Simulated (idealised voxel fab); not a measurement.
Herein follows the process module entitled voxel transistor to metal.
The cross-section shown here is cut; it is 200 nm wide and divided into square cells measuring 5 nm on a side.
Square cells in a grid make up a cross-section in this document, and the grid is given as bands, listed from the top down, each one or more rows of cells. Heads up on the band format: heights come first, top then bottom, in nm. After that it's the materials left to right, each with its width in nm. A single material flagged "everywhere" fills the whole band edge to edge, and "air" means there's empty space there. Height is counted from the level 0, under which the received wafer is composed throughout of one material. The lowest of the bands is not closed at the bottom but continues downward, in the notation "0 and below". The width entry "30..40" should be interpreted row by row: the top row of cells in the band takes the first number, the bottom row takes the second number, and the change between adjacent rows is uniform throughout. "everything unchanged" (step): cross-section cells unchanged, all of them. In "Trapped void list" the enclosed voids are listed, meaning empty spaces of 8 cells or larger without any opening to the top. The form is width x height at distance, distance from the left edge, units nm. Past the settings on a step's line: simulator remark, on that step. overlay nm: how far to the right of its planned place the mask lay on this masked step (negative: to the left). Each of the pairs that make up the rest of this document says: here is the cross-section before one process step, here is the cross-section after it, drawn only down to the lowest band that changed, and here, under the pair, is the step lying between them with its settings. Different pairs may come from different runs of this module on the same starting wafer, so a pair continues from the pair above it only where its entry headed "Before the step" says so.

### Before the step
  15 down to 5  40 of air, then 120 of SiN, then 40 of air
  5 down to 0  SiO2 everywhere
  0 down to -35  45 of SiO2, then 110 of Si, then 45 of SiO2
  -35 and below  Si everywhere
  Trapped void list: none

### Sectional Result
  5 down to 0  SiO2 everywhere
  Whatever lies below 0 is exactly as it was before.
  Trapped void list: none
Which process step falls between the two cross-sections above? STRIP (etch materials SiN)

Before the step: = after-state of the pair above.

### Sectional Result
  0 down to -35  45 of SiO2, then 110 of Si, then 45 of SiO2
  Whatever lies below -35 is exactly as it was before.
  Trapped void list: none
Which process step falls between the two cross-sections above? SELECTIVE_ETCH (etch materials SiO2; depth nm 5)

Before the step: = after-state of the pair above.

### Sectional Result
  0 down to -5  SiO2 everywhere
  Whatever lies below -5 is exactly as it was before.
  Trapped void list: none
Which process step falls between the two cross-sections above? OXIDIZE (depth nm 5)

Before the step: = after-state of the pair above.

### Sectional Result
  30 down to 0  polySi everywhere
  Whatever lies below 0 is exactly as it was before.
  Trapped void list: none
Which process step falls between the two cross-sections above? DIRECTIONAL_DEP (material polySi; thk nm 30)

Before the step: = after-state of the pair above.

### Sectional Result
  45 down to 30  SiCN everywhere
  Whatever lies below 30 is exactly as it was before.
  Trapped void list: none
Which process step falls between the two cross-sections above? DIRECTIONAL_DEP (material SiCN; thk nm 15)

Before the step: = after-state of the pair above.

### Sectional Result
  60 down to 45  aC everywhere
  Whatever lies below 45 is exactly as it was before.
  Trapped void list: none
Which process step falls between the two cross-sections above? DIRECTIONAL_DEP (material aC; thk nm 15)

Before the step: = after-state of the pair above.

### Sectional Result
  95 down to 60  90 of air, then 20 of resist, then 90 of air
  Whatever lies below 60 is exactly as it was before.
  Trapped void list: none
Which process step falls between the two cross-sections above? PATTERN (tone cover; mask id GATE; material resist; width nm 20; thk nm 35; overlay nm 0)

Before the step: = after-state of the pair above.

### Sectional Result
  80 down to 60  90 of air, then 20 of resist, then 90 of air
  60 down to 45  90 of air, then 20 of aC, then 90 of air
  Whatever lies below 45 is exactly as it was before.
  Trapped void list: none
Which process step falls between the two cross-sections above? DIRECTIONAL_ETCH (etch materials aC; depth nm 15)

Before the step: = after-state of the pair above.

### Sectional Result
  60 down to 45  90 of air, then 20 of aC, then 90 of air
  Whatever lies below 45 is exactly as it was before.
  Trapped void list: none
Which process step falls between the two cross-sections above? STRIP (etch materials resist)

Before the step: = after-state of the pair above.

### Sectional Result
  60 down to 45  90 of air, then 20 of aC, then 90 of air
  45 down to 30  90 of air, then 20 of SiCN, then 90 of air
  Whatever lies below 30 is exactly as it was before.
  Trapped void list: none
Which process step falls between the two cross-sections above? DIRECTIONAL_ETCH (etch materials SiCN; depth nm 25)

Before the step: = after-state of the pair above.

### Sectional Result
  60 down to 45  90 of air, then 20 of aC, then 90 of air
  45 down to 30  90 of air, then 20 of SiCN, then 90 of air
  30 down to 0  90 of air, then 20 of polySi, then 90 of air
  Whatever lies below 0 is exactly as it was before.
  Trapped void list: none
Which process step falls between the two cross-sections above? DIRECTIONAL_ETCH (etch materials polySi; depth nm 40)

Before the step: = after-state of the pair above.

### Sectional Result
  45 down to 30  90 of air, then 20 of SiCN, then 90 of air
  Whatever lies below 30 is exactly as it was before.
  Trapped void list: none
Which process step falls between the two cross-sections above? STRIP (etch materials aC)

Before the step: = after-state of the pair above.

### Sectional Result
  50 down to 45  85 of air, then 30 of SiO2, then 85 of air
  45 down to 30  85 of air, then 5 of SiO2, then 20 of SiCN, then 5 of SiO2, then 85 of air
  30 down to 5  85 of air, then 5 of SiO2, then 20 of polySi, then 5 of SiO2, then 85 of air
  5 down to 0  90 of SiO2, then 20 of polySi, then 90 of SiO2
  Whatever lies below 0 is exactly as it was before.
  Trapped void list: none
Which process step falls between the two cross-sections above? CONFORMAL_DEP (material SiO2; thk nm 5)

Before the step: = after-state of the pair above.

### Sectional Result
  45 down to 30  85 of air, then 5 of SiO2, then 20 of SiCN, then 5 of SiO2, then 85 of air
  30 down to 0  85 of air, then 5 of SiO2, then 20 of polySi, then 5 of SiO2, then 85 of air
  Whatever lies below 0 is exactly as it was before.
  Trapped void list: none
Which process step falls between the two cross-sections above? DIRECTIONAL_ETCH (etch materials SiO2; depth nm 5)

Before the step: = after-state of the pair above.

### Sectional Result
  50 down to 45  80 of air, then 40 of SiN, then 80 of air
  45 down to 30  80 of air, then 5 of SiN, then 5 of SiO2, then 20 of SiCN, then 5 of SiO2, then 5 of SiN, then 80 of air
  30 down to 5  80 of air, then 5 of SiN, then 5 of SiO2, then 20 of polySi, then 5 of SiO2, then 5 of SiN, then 80 of air
  5 down to 0  85 of SiN, then 5 of SiO2, then 20 of polySi, then 5 of SiO2, then 85 of SiN
  Whatever lies below 0 is exactly as it was before.
  Trapped void list: none
Which process step falls between the two cross-sections above? CONFORMAL_DEP (material SiN; thk nm 5)

Before the step: = after-state of the pair above.

### Sectional Result
  45 down to 30  80 of air, then 5 of SiN, then 5 of SiO2, then 20 of SiCN, then 5 of SiO2, then 5 of SiN, then 80 of air
  30 down to 0  80 of air, then 5 of SiN, then 5 of SiO2, then 20 of polySi, then 5 of SiO2, then 5 of SiN, then 80 of air
  Whatever lies below 0 is exactly as it was before.
  Trapped void list: none
Which process step falls between the two cross-sections above? DIRECTIONAL_ETCH (etch materials SiN; depth nm 5)

Before the step: = after-state of the pair above.

### Sectional Result
  45 down to 40  80 of air, then 5 of SiN, then 5 of air, then 20 of SiCN, then 5 of air, then 5 of SiN, then 80 of air
  40 down to 30  80 of air, then 5 of SiN, then 5 of SiO2, then 20 of SiCN, then 5 of SiO2, then 5 of SiN, then 80 of air
  30 down to 0  80 of air, then 5 of SiN, then 5 of SiO2, then 20 of polySi, then 5 of SiO2, then 5 of SiN, then 80 of air
  0 down to -5  80 of air, then 40 of SiO2, then 80 of air
  Whatever lies below -5 is exactly as it was before.
  Trapped void list: none
Which process step falls between the two cross-sections above? DIRECTIONAL_ETCH (etch materials SiO2; depth nm 5)

Before the step: = after-state of the pair above.

### Sectional Result
  45 down to 40  80 of air, then 5 of SiN, then 5 of air, then 20 of SiCN, then 5 of air, then 5 of SiN, then 80 of air
  40 down to 30  80 of air, then 5 of SiN, then 5 of SiO2, then 20 of SiCN, then 5 of SiO2, then 5 of SiN, then 80 of air
  30 down to 0  80 of air, then 5 of SiN, then 5 of SiO2, then 20 of polySi, then 5 of SiO2, then 5 of SiN, then 80 of air
  0 down to -5  80 of air, then 40 of SiO2, then 80 of air
  -5 down to -10  45 of SiO2, then 35 of air, then 40 of Si, then 35 of air, then 45 of SiO2
  Whatever lies below -10 is exactly as it was before.
  Trapped void list: none
Which process step falls between the two cross-sections above? DIRECTIONAL_ETCH (etch materials Si; depth nm 5)

Before the step: = after-state of the pair above.

### Sectional Result
  45 down to 40  80 of air, then 5 of SiN, then 5 of air, then 20 of SiCN, then 5 of air, then 5 of SiN, then 80 of air
  40 down to 30  80 of air, then 5 of SiN, then 5 of SiO2, then 20 of SiCN, then 5 of SiO2, then 5 of SiN, then 80 of air
  30 down to 0  80 of air, then 5 of SiN, then 5 of SiO2, then 20 of polySi, then 5 of SiO2, then 5 of SiN, then 80 of air
  0 down to -5  75 of air, then 5 of nSi, then 40 of SiO2, then 5 of nSi, then 75 of air
  -5 down to -10  45 of SiO2, then 35 of nSi, then 40 of Si, then 35 of nSi, then 45 of SiO2
  Whatever lies below -10 is exactly as it was before.
  Trapped void list: none
Which process step falls between the two cross-sections above? EPI (material nSi; thk nm 5)

Before the step: = after-state of the pair above.

### Sectional Result
  50 down to 45  SiO2 everywhere
  45 down to 30  80 of SiO2, then 5 of SiN, then 5 of SiO2, then 20 of SiCN, then 5 of SiO2, then 5 of SiN, then 80 of SiO2
  30 down to 0  80 of SiO2, then 5 of SiN, then 5 of SiO2, then 20 of polySi, then 5 of SiO2, then 5 of SiN, then 80 of SiO2
  0 down to -5  75 of SiO2, then 5 of nSi, then 40 of SiO2, then 5 of nSi, then 75 of SiO2
  Whatever lies below -5 is exactly as it was before.
  Trapped void list: none
Which process step falls between the two cross-sections above? FILL_DEP (material SiO2; thk nm 5)

Before the step: = after-state of the pair above.

### Sectional Result
  45 down to 30  80 of SiO2, then 5 of SiN, then 5 of SiO2, then 20 of SiCN, then 5 of SiO2, then 5 of SiN, then 80 of SiO2
  Whatever lies below 30 is exactly as it was before.
  Trapped void list: none
Which process step falls between the two cross-sections above? CMP (height nm 45)

Before the step: = after-state of the pair above.

### Sectional Result
  60 down to 45  SiO2 everywhere
  Whatever lies below 45 is exactly as it was before.
  Trapped void list: none
Which process step falls between the two cross-sections above? DIRECTIONAL_DEP (material SiO2; thk nm 15)

Before the step: = after-state of the pair above.

### Sectional Result
  75 down to 60  aC everywhere
  Whatever lies below 60 is exactly as it was before.
  Trapped void list: none
Which process step falls between the two cross-sections above? DIRECTIONAL_DEP (material aC; thk nm 15)

Before the step: = after-state of the pair above.

### Sectional Result
  105 down to 75  50 of resist, then 20 of air, then 60 of resist, then 20 of air, then 50 of resist
  Whatever lies below 75 is exactly as it was before.
  Trapped void list: none
Which process step falls between the two cross-sections above? PATTERN (tone open; mask id CONTACT; material resist; width nm 20; pitch nm 80; thk nm 30; overlay nm 0)

Before the step: = after-state of the pair above.

### Sectional Result
  90 down to 75  50 of resist, then 20 of air, then 60 of resist, then 20 of air, then 50 of resist
  75 down to 60  50 of aC, then 20 of air, then 60 of aC, then 20 of air, then 50 of aC
  Whatever lies below 60 is exactly as it was before.
  Trapped void list: none
Which process step falls between the two cross-sections above? DIRECTIONAL_ETCH (etch materials aC; depth nm 15)

Before the step: = after-state of the pair above.

### Sectional Result
  75 down to 60  50 of aC, then 20 of air, then 60 of aC, then 20 of air, then 50 of aC
  Whatever lies below 60 is exactly as it was before.
  Trapped void list: none
Which process step falls between the two cross-sections above? STRIP (etch materials resist)

Before the step: = after-state of the pair above.

### Sectional Result
  75 down to 60  50 of aC, then 20 of air, then 60 of aC, then 20 of air, then 50 of aC
  60 down to 45  50 of SiO2, then 20 of air, then 60 of SiO2, then 20 of air, then 50 of SiO2
  45 down to 30  50 of SiO2, then 20 of air, then 10 of SiO2, then 5 of SiN, then 5 of SiO2, then 20 of SiCN, then 5 of SiO2, then 5 of SiN, then 10 of SiO2, then 20 of air, then 50 of SiO2
  30 down to 0  50 of SiO2, then 20 of air, then 10 of SiO2, then 5 of SiN, then 5 of SiO2, then 20 of polySi, then 5 of SiO2, then 5 of SiN, then 10 of SiO2, then 20 of air, then 50 of SiO2
  0 down to -5  50 of SiO2, then 20 of air, then 5 of SiO2, then 5 of nSi, then 40 of SiO2, then 5 of nSi, then 5 of SiO2, then 20 of air, then 50 of SiO2
  Whatever lies below -5 is exactly as it was before.
  Trapped void list: none
Which process step falls between the two cross-sections above? DIRECTIONAL_ETCH (etch materials SiO2; depth nm 65)

Before the step: = after-state of the pair above.

### Sectional Result
  60 down to 45  50 of SiO2, then 20 of air, then 60 of SiO2, then 20 of air, then 50 of SiO2
  Whatever lies below 45 is exactly as it was before.
  Trapped void list: none
Which process step falls between the two cross-sections above? STRIP (etch materials aC)

Before the step: = after-state of the pair above.

### Sectional Result
  65 down to 60  55 of TiN, then 10 of air, then 70 of TiN, then 10 of air, then 55 of TiN
  60 down to 45  50 of SiO2, then 5 of TiN, then 10 of air, then 5 of TiN, then 60 of SiO2, then 5 of TiN, then 10 of air, then 5 of TiN, then 50 of SiO2
  45 down to 30  50 of SiO2, then 5 of TiN, then 10 of air, then 5 of TiN, then 10 of SiO2, then 5 of SiN, then 5 of SiO2, then 20 of SiCN, then 5 of SiO2, then 5 of SiN, then 10 of SiO2, then 5 of TiN, then 10 of air, then 5 of TiN, then 50 of SiO2
  30 down to 0  50 of SiO2, then 5 of TiN, then 10 of air, then 5 of TiN, then 10 of SiO2, then 5 of SiN, then 5 of SiO2, then 20 of polySi, then 5 of SiO2, then 5 of SiN, then 10 of SiO2, then 5 of TiN, then 10 of air, then 5 of TiN, then 50 of SiO2
  0 down to -5  50 of SiO2, then 20 of TiN, then 5 of SiO2, then 5 of nSi, then 40 of SiO2, then 5 of nSi, then 5 of SiO2, then 20 of TiN, then 50 of SiO2
  Whatever lies below -5 is exactly as it was before.
  Trapped void list: none
Which process step falls between the two cross-sections above? CONFORMAL_DEP (material TiN; thk nm 5)

Before the step: = after-state of the pair above.

### Sectional Result
  75 down to 65  W everywhere
  65 down to 60  55 of TiN, then 10 of W, then 70 of TiN, then 10 of W, then 55 of TiN
  60 down to 45  50 of SiO2, then 5 of TiN, then 10 of W, then 5 of TiN, then 60 of SiO2, then 5 of TiN, then 10 of W, then 5 of TiN, then 50 of SiO2
  45 down to 30  50 of SiO2, then 5 of TiN, then 10 of W, then 5 of TiN, then 10 of SiO2, then 5 of SiN, then 5 of SiO2, then 20 of SiCN, then 5 of SiO2, then 5 of SiN, then 10 of SiO2, then 5 of TiN, then 10 of W, then 5 of TiN, then 50 of SiO2
  30 down to 0  50 of SiO2, then 5 of TiN, then 10 of W, then 5 of TiN, then 10 of SiO2, then 5 of SiN, then 5 of SiO2, then 20 of polySi, then 5 of SiO2, then 5 of SiN, then 10 of SiO2, then 5 of TiN, then 10 of W, then 5 of TiN, then 50 of SiO2
  Whatever lies below 0 is exactly as it was before.
  Trapped void list: none
Which process step falls between the two cross-sections above? FILL_DEP (material W; thk nm 10)

Before the step: = after-state of the pair above.

### Sectional Result
  60 down to 45  50 of SiO2, then 5 of TiN, then 10 of W, then 5 of TiN, then 60 of SiO2, then 5 of TiN, then 10 of W, then 5 of TiN, then 50 of SiO2
  Whatever lies below 45 is exactly as it was before.
  Trapped void list: none
Which process step falls between the two cross-sections above? CMP (height nm 60)

Before the step: = after-state of the pair above.

### Sectional Result
  65 down to 60  TiN everywhere
  Whatever lies below 60 is exactly as it was before.
  Trapped void list: none
Which process step falls between the two cross-sections above? DIRECTIONAL_DEP (material TiN; thk nm 5)

Before the step: = after-state of the pair above.

### Sectional Result
  85 down to 65  Ru everywhere
  Whatever lies below 65 is exactly as it was before.
  Trapped void list: none
Which process step falls between the two cross-sections above? DIRECTIONAL_DEP (material Ru; thk nm 20)

Before the step: = after-state of the pair above.

### Sectional Result
  105 down to 85  50 of air, then 20 of resist, then 60 of air, then 20 of resist, then 50 of air
  Whatever lies below 85 is exactly as it was before.
  Trapped void list: none
Which process step falls between the two cross-sections above? PATTERN (tone cover; mask id METAL_1; material resist; width nm 20; pitch nm 80; thk nm 20; overlay nm 0)

Before the step: = after-state of the pair above.

### Sectional Result
  105 down to 85  50 of air, then 20 of resist, then 60 of air, then 20 of resist, then 50 of air
  85 down to 65  50 of air, then 20 of Ru, then 60 of air, then 20 of Ru, then 50 of air
  Whatever lies below 65 is exactly as it was before.
  Trapped void list: none
Which process step falls between the two cross-sections above? DIRECTIONAL_ETCH (etch materials Ru; depth nm 20)

Before the step: = after-state of the pair above.

### Sectional Result
  105 down to 85  50 of air, then 20 of resist, then 60 of air, then 20 of resist, then 50 of air
  85 down to 65  50 of air, then 20 of Ru, then 60 of air, then 20 of Ru, then 50 of air
  65 down to 60  50 of air, then 20 of TiN, then 60 of air, then 20 of TiN, then 50 of air
  Whatever lies below 60 is exactly as it was before.
  Trapped void list: none
Which process step falls between the two cross-sections above? DIRECTIONAL_ETCH (etch materials TiN; depth nm 5)

Before the step: = after-state of the pair above.

### Sectional Result
  85 down to 65  50 of air, then 20 of Ru, then 60 of air, then 20 of Ru, then 50 of air
  Whatever lies below 65 is exactly as it was before.
  Trapped void list: none
Which process step falls between the two cross-sections above? STRIP (etch materials resist)

Before the step: = after-state of the pair above.

### Sectional Result
  95 down to 85  lowk everywhere
  85 down to 65  50 of lowk, then 20 of Ru, then 60 of lowk, then 20 of Ru, then 50 of lowk
  65 down to 60  50 of lowk, then 20 of TiN, then 60 of lowk, then 20 of TiN, then 50 of lowk
  Whatever lies below 60 is exactly as it was before.
  Trapped void list: none
Which process step falls between the two cross-sections above? FILL_DEP (material lowk; thk nm 10)

Before the step: = after-state of the pair above.

### Sectional Result
  85 down to 65  50 of lowk, then 20 of Ru, then 60 of lowk, then 20 of Ru, then 50 of lowk
  Whatever lies below 65 is exactly as it was before.
  Trapped void list: none
Which process step falls between the two cross-sections above? CMP (height nm 85)

Before the step: = after-state of the pair above.

### Sectional Result
  90 down to 85  SiCN everywhere
  Whatever lies below 85 is exactly as it was before.
  Trapped void list: none
Which process step falls between the two cross-sections above? CONFORMAL_DEP (material SiCN; thk nm 5)

### Before the step
  60 down to 45  aC everywhere
  45 down to 30  SiCN everywhere
  30 down to 0  polySi everywhere
  0 down to -5  SiO2 everywhere
  -5 down to -25  45 of SiO2, then 110 of Si, then 45 of SiO2
  -25 and below  Si everywhere
  Trapped void list: none

### Sectional Result
  95 down to 60  95 of air, then 15 of resist, then 90 of air
  Whatever lies below 60 is exactly as it was before.
  Trapped void list: none
Which process step falls between the two cross-sections above? PATTERN (tone cover; mask id GATE; material resist; width nm 15; thk nm 35; overlay nm 0)

Before the step: = after-state of the pair above.

### Sectional Result
  80 down to 60  95 of air, then 15 of resist, then 90 of air
  60 down to 45  95 of air, then 15 of aC, then 90 of air
  Whatever lies below 45 is exactly as it was before.
  Trapped void list: none
Which process step falls between the two cross-sections above? DIRECTIONAL_ETCH (etch materials aC; depth nm 15)

Before the step: = after-state of the pair above.

### Sectional Result
  60 down to 45  95 of air, then 15 of aC, then 90 of air
  Whatever lies below 45 is exactly as it was before.
  Trapped void list: none
Which process step falls between the two cross-sections above? STRIP (etch materials resist)

Before the step: = after-state of the pair above.

### Sectional Result
  60 down to 45  95 of air, then 15 of aC, then 90 of air
  45 down to 30  95 of air, then 15 of SiCN, then 90 of air
  Whatever lies below 30 is exactly as it was before.
  Trapped void list: none
Which process step falls between the two cross-sections above? DIRECTIONAL_ETCH (etch materials SiCN; depth nm 25)

Before the step: = after-state of the pair above.

### Sectional Result
  60 down to 45  95 of air, then 15 of aC, then 90 of air
  45 down to 30  95 of air, then 15 of SiCN, then 90 of air
  30 down to 0  95 of air, then 15 of polySi, then 90 of air
  Whatever lies below 0 is exactly as it was before.
  Trapped void list: none
Which process step falls between the two cross-sections above? DIRECTIONAL_ETCH (etch materials polySi; depth nm 40)

Before the step: = after-state of the pair above.

### Sectional Result
  45 down to 30  95 of air, then 15 of SiCN, then 90 of air
  Whatever lies below 30 is exactly as it was before.
  Trapped void list: none
Which process step falls between the two cross-sections above? STRIP (etch materials aC)

Before the step: = after-state of the pair above.

### Sectional Result
  50 down to 45  90 of air, then 25 of SiO2, then 85 of air
  45 down to 30  90 of air, then 5 of SiO2, then 15 of SiCN, then 5 of SiO2, then 85 of air
  30 down to 5  90 of air, then 5 of SiO2, then 15 of polySi, then 5 of SiO2, then 85 of air
  5 down to 0  95 of SiO2, then 15 of polySi, then 90 of SiO2
  Whatever lies below 0 is exactly as it was before.
  Trapped void list: none
Which process step falls between the two cross-sections above? CONFORMAL_DEP (material SiO2; thk nm 5)

Before the step: = after-state of the pair above.

### Sectional Result
  45 down to 30  90 of air, then 5 of SiO2, then 15 of SiCN, then 5 of SiO2, then 85 of air
  30 down to 0  90 of air, then 5 of SiO2, then 15 of polySi, then 5 of SiO2, then 85 of air
  Whatever lies below 0 is exactly as it was before.
  Trapped void list: none
Which process step falls between the two cross-sections above? DIRECTIONAL_ETCH (etch materials SiO2; depth nm 5)

Before the step: = after-state of the pair above.

### Sectional Result
  50 down to 45  85 of air, then 35 of SiN, then 80 of air
  45 down to 30  85 of air, then 5 of SiN, then 5 of SiO2, then 15 of SiCN, then 5 of SiO2, then 5 of SiN, then 80 of air
  30 down to 5  85 of air, then 5 of SiN, then 5 of SiO2, then 15 of polySi, then 5 of SiO2, then 5 of SiN, then 80 of air
  5 down to 0  90 of SiN, then 5 of SiO2, then 15 of polySi, then 5 of SiO2, then 85 of SiN
  Whatever lies below 0 is exactly as it was before.
  Trapped void list: none
Which process step falls between the two cross-sections above? CONFORMAL_DEP (material SiN; thk nm 5)

Before the step: = after-state of the pair above.

### Sectional Result
  45 down to 30  85 of air, then 5 of SiN, then 5 of SiO2, then 15 of SiCN, then 5 of SiO2, then 5 of SiN, then 80 of air
  30 down to 0  85 of air, then 5 of SiN, then 5 of SiO2, then 15 of polySi, then 5 of SiO2, then 5 of SiN, then 80 of air
  Whatever lies below 0 is exactly as it was before.
  Trapped void list: none
Which process step falls between the two cross-sections above? DIRECTIONAL_ETCH (etch materials SiN; depth nm 5)

Before the step: = after-state of the pair above.

### Sectional Result
  45 down to 40  85 of air, then 5 of SiN, then 5 of air, then 15 of SiCN, then 5 of air, then 5 of SiN, then 80 of air
  40 down to 30  85 of air, then 5 of SiN, then 5 of SiO2, then 15 of SiCN, then 5 of SiO2, then 5 of SiN, then 80 of air
  30 down to 0  85 of air, then 5 of SiN, then 5 of SiO2, then 15 of polySi, then 5 of SiO2, then 5 of SiN, then 80 of air
  0 down to -5  85 of air, then 35 of SiO2, then 80 of air
  Whatever lies below -5 is exactly as it was before.
  Trapped void list: none
Which process step falls between the two cross-sections above? DIRECTIONAL_ETCH (etch materials SiO2; depth nm 5)

Before the step: = after-state of the pair above.

### Sectional Result
  45 down to 40  85 of air, then 5 of SiN, then 5 of air, then 15 of SiCN, then 5 of air, then 5 of SiN, then 80 of air
  40 down to 30  85 of air, then 5 of SiN, then 5 of SiO2, then 15 of SiCN, then 5 of SiO2, then 5 of SiN, then 80 of air
  30 down to 0  85 of air, then 5 of SiN, then 5 of SiO2, then 15 of polySi, then 5 of SiO2, then 5 of SiN, then 80 of air
  0 down to -5  85 of air, then 35 of SiO2, then 80 of air
  -5 down to -10  45 of SiO2, then 40 of air, then 35 of Si, then 35 of air, then 45 of SiO2
  Whatever lies below -10 is exactly as it was before.
  Trapped void list: none
Which process step falls between the two cross-sections above? DIRECTIONAL_ETCH (etch materials Si; depth nm 5)

Before the step: = after-state of the pair above.

### Sectional Result
  45 down to 40  85 of air, then 5 of SiN, then 5 of air, then 15 of SiCN, then 5 of air, then 5 of SiN, then 80 of air
  40 down to 30  85 of air, then 5 of SiN, then 5 of SiO2, then 15 of SiCN, then 5 of SiO2, then 5 of SiN, then 80 of air
  30 down to 0  85 of air, then 5 of SiN, then 5 of SiO2, then 15 of polySi, then 5 of SiO2, then 5 of SiN, then 80 of air
  0 down to -5  80 of air, then 5 of nSi, then 35 of SiO2, then 5 of nSi, then 75 of air
  -5 down to -10  45 of SiO2, then 40 of nSi, then 35 of Si, then 35 of nSi, then 45 of SiO2
  Whatever lies below -10 is exactly as it was before.
  Trapped void list: none
Which process step falls between the two cross-sections above? EPI (material nSi; thk nm 5)

Before the step: = after-state of the pair above.

### Sectional Result
  50 down to 45  SiO2 everywhere
  45 down to 30  85 of SiO2, then 5 of SiN, then 5 of SiO2, then 15 of SiCN, then 5 of SiO2, then 5 of SiN, then 80 of SiO2
  30 down to 0  85 of SiO2, then 5 of SiN, then 5 of SiO2, then 15 of polySi, then 5 of SiO2, then 5 of SiN, then 80 of SiO2
  0 down to -5  80 of SiO2, then 5 of nSi, then 35 of SiO2, then 5 of nSi, then 75 of SiO2
  Whatever lies below -5 is exactly as it was before.
  Trapped void list: none
Which process step falls between the two cross-sections above? FILL_DEP (material SiO2; thk nm 5)

Before the step: = after-state of the pair above.

### Sectional Result
  45 down to 30  85 of SiO2, then 5 of SiN, then 5 of SiO2, then 15 of SiCN, then 5 of SiO2, then 5 of SiN, then 80 of SiO2
  Whatever lies below 30 is exactly as it was before.
  Trapped void list: none
Which process step falls between the two cross-sections above? CMP (height nm 45)

Before the step: = after-state of the pair above.

### Sectional Result
  60 down to 45  SiO2 everywhere
  Whatever lies below 45 is exactly as it was before.
  Trapped void list: none
Which process step falls between the two cross-sections above? DIRECTIONAL_DEP (material SiO2; thk nm 15)

Before the step: = after-state of the pair above.

### Sectional Result
  75 down to 60  aC everywhere
  Whatever lies below 60 is exactly as it was before.
  Trapped void list: none
Which process step falls between the two cross-sections above? DIRECTIONAL_DEP (material aC; thk nm 15)

Before the step: = after-state of the pair above.

### Sectional Result
  105 down to 75  50 of resist, then 20 of air, then 60 of resist, then 20 of air, then 50 of resist
  Whatever lies below 75 is exactly as it was before.
  Trapped void list: none
Which process step falls between the two cross-sections above? PATTERN (tone open; mask id CONTACT; material resist; width nm 20; pitch nm 80; thk nm 30; overlay nm 0)

Before the step: = after-state of the pair above.

### Sectional Result
  90 down to 75  50 of resist, then 20 of air, then 60 of resist, then 20 of air, then 50 of resist
  75 down to 60  50 of aC, then 20 of air, then 60 of aC, then 20 of air, then 50 of aC
  Whatever lies below 60 is exactly as it was before.
  Trapped void list: none
Which process step falls between the two cross-sections above? DIRECTIONAL_ETCH (etch materials aC; depth nm 15)

Before the step: = after-state of the pair above.

### Sectional Result
  75 down to 60  50 of aC, then 20 of air, then 60 of aC, then 20 of air, then 50 of aC
  Whatever lies below 60 is exactly as it was before.
  Trapped void list: none
Which process step falls between the two cross-sections above? STRIP (etch materials resist)

Before the step: = after-state of the pair above.

### Sectional Result
  75 down to 60  50 of aC, then 20 of air, then 60 of aC, then 20 of air, then 50 of aC
  60 down to 45  50 of SiO2, then 20 of air, then 60 of SiO2, then 20 of air, then 50 of SiO2
  45 down to 30  50 of SiO2, then 20 of air, then 15 of SiO2, then 5 of SiN, then 5 of SiO2, then 15 of SiCN, then 5 of SiO2, then 5 of SiN, then 10 of SiO2, then 20 of air, then 50 of SiO2
  30 down to 0  50 of SiO2, then 20 of air, then 15 of SiO2, then 5 of SiN, then 5 of SiO2, then 15 of polySi, then 5 of SiO2, then 5 of SiN, then 10 of SiO2, then 20 of air, then 50 of SiO2
  0 down to -5  50 of SiO2, then 20 of air, then 10 of SiO2, then 5 of nSi, then 35 of SiO2, then 5 of nSi, then 5 of SiO2, then 20 of air, then 50 of SiO2
  Whatever lies below -5 is exactly as it was before.
  Trapped void list: none
Which process step falls between the two cross-sections above? DIRECTIONAL_ETCH (etch materials SiO2; depth nm 65)

Before the step: = after-state of the pair above.

### Sectional Result
  60 down to 45  50 of SiO2, then 20 of air, then 60 of SiO2, then 20 of air, then 50 of SiO2
  Whatever lies below 45 is exactly as it was before.
  Trapped void list: none
Which process step falls between the two cross-sections above? STRIP (etch materials aC)

Before the step: = after-state of the pair above.

### Sectional Result
  65 down to 60  55 of TiN, then 10 of air, then 70 of TiN, then 10 of air, then 55 of TiN
  60 down to 45  50 of SiO2, then 5 of TiN, then 10 of air, then 5 of TiN, then 60 of SiO2, then 5 of TiN, then 10 of air, then 5 of TiN, then 50 of SiO2
  45 down to 30  50 of SiO2, then 5 of TiN, then 10 of air, then 5 of TiN, then 15 of SiO2, then 5 of SiN, then 5 of SiO2, then 15 of SiCN, then 5 of SiO2, then 5 of SiN, then 10 of SiO2, then 5 of TiN, then 10 of air, then 5 of TiN, then 50 of SiO2
  30 down to 0  50 of SiO2, then 5 of TiN, then 10 of air, then 5 of TiN, then 15 of SiO2, then 5 of SiN, then 5 of SiO2, then 15 of polySi, then 5 of SiO2, then 5 of SiN, then 10 of SiO2, then 5 of TiN, then 10 of air, then 5 of TiN, then 50 of SiO2
  0 down to -5  50 of SiO2, then 20 of TiN, then 10 of SiO2, then 5 of nSi, then 35 of SiO2, then 5 of nSi, then 5 of SiO2, then 20 of TiN, then 50 of SiO2
  Whatever lies below -5 is exactly as it was before.
  Trapped void list: none
Which process step falls between the two cross-sections above? CONFORMAL_DEP (material TiN; thk nm 5)

Before the step: = after-state of the pair above.

### Sectional Result
  75 down to 65  W everywhere
  65 down to 60  55 of TiN, then 10 of W, then 70 of TiN, then 10 of W, then 55 of TiN
  60 down to 45  50 of SiO2, then 5 of TiN, then 10 of W, then 5 of TiN, then 60 of SiO2, then 5 of TiN, then 10 of W, then 5 of TiN, then 50 of SiO2
  45 down to 30  50 of SiO2, then 5 of TiN, then 10 of W, then 5 of TiN, then 15 of SiO2, then 5 of SiN, then 5 of SiO2, then 15 of SiCN, then 5 of SiO2, then 5 of SiN, then 10 of SiO2, then 5 of TiN, then 10 of W, then 5 of TiN, then 50 of SiO2
  30 down to 0  50 of SiO2, then 5 of TiN, then 10 of W, then 5 of TiN, then 15 of SiO2, then 5 of SiN, then 5 of SiO2, then 15 of polySi, then 5 of SiO2, then 5 of SiN, then 10 of SiO2, then 5 of TiN, then 10 of W, then 5 of TiN, then 50 of SiO2
  Whatever lies below 0 is exactly as it was before.
  Trapped void list: none
Which process step falls between the two cross-sections above? FILL_DEP (material W; thk nm 10)

Before the step: = after-state of the pair above.

### Sectional Result
  60 down to 45  50 of SiO2, then 5 of TiN, then 10 of W, then 5 of TiN, then 60 of SiO2, then 5 of TiN, then 10 of W, then 5 of TiN, then 50 of SiO2
  Whatever lies below 45 is exactly as it was before.
  Trapped void list: none
Which process step falls between the two cross-sections above? CMP (height nm 60)

Before the step: = after-state of the pair above.

### Sectional Result
  65 down to 60  TiN everywhere
  Whatever lies below 60 is exactly as it was before.
  Trapped void list: none
Which process step falls between the two cross-sections above? DIRECTIONAL_DEP (material TiN; thk nm 5)
